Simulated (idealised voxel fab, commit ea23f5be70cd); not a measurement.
Proc. module: voxel spacer lines
Section shown: cut. Width: 235 nm. Cell size: 5 nm, square.
Square cells in a grid make up a cross-section in this document, and the grid is given as bands, listed from the top down, each one or more rows of cells.
Quick guide to a band line: top height, bottom height (nm) up front; then every material left to right with its width in nm. Only one material and it's marked "edge to edge"? Then it fills the band edge to edge. And "air" just means empty space.
Basically, 0 is our baseline, since under it the wafer straight out of the box is all one material. The bottom band has no lower end and keeps on going down, so it looks like "0 down".
You'd read "30->40" like this: the band's top row of cells is as wide as the first number, its bottom row is as wide as the second, and going down, every row changes width by the same amount as the row before did.
"changes: none" for a step: no cell of the cross-section changed in that step.
Closed void table: empty space of 8 cells or more with no open way to the top, each as width x height at its distance from the left edge, in nm
What comes after the settings on a step's line is commentary from the simulator itself on that step.
"overlay nm" on a masked step: distance the mask lay right of its planned place, negative for left.

### Listed below are the process steps as planned
step 1: RECEIVE (material Si)
step 2: CONFORMAL_DEP (material Al2O3; thk nm 5)
step 3: DIRECTIONAL_DEP (material W; thk nm 10)
step 4: DIRECTIONAL_DEP (material aC; thk nm 25)
step 5: PATTERN (tone cover; mask id MANDREL; material resist; width nm 15; pitch nm 60; thk nm 35; overlay nm 0)
step 6: DIRECTIONAL_ETCH (etch materials aC; depth nm 25)
step 7: STRIP (etch materials resist)
step 8: CONFORMAL_DEP (material SiO2; thk nm 15)
step 9: DIRECTIONAL_ETCH (etch materials SiO2; depth nm 15)
step 10: STRIP (etch materials aC)
step 11: DIRECTIONAL_ETCH (etch materials W; depth nm 10)
step 12: STRIP (etch materials SiO2)
step 13: FILL_DEP (material lowk; thk nm 10)
step 14: CMP (height nm 15)

### As received (post step 1): cross-section
* 0 down = Si edge to edge
* Closed void table: none

### Same starting wafer, same plan as above, one mistake in the execution; this is the cross-section at the end of the module
* 15 to 10 = lowk edge to edge
* 10 to 0 = 35 lowk, then 15 W, then 15 lowk, then 15 W, then 15 lowk, then 15 W, then 15 lowk, then 15 W, then 15 lowk, then 15 W, then 15 lowk, then 15 W, then 35 lowk
* 0 down = Si edge to edge
* Closed void table: none
Misprocessing identified: step 2 of the plan was excluded from execution and never run
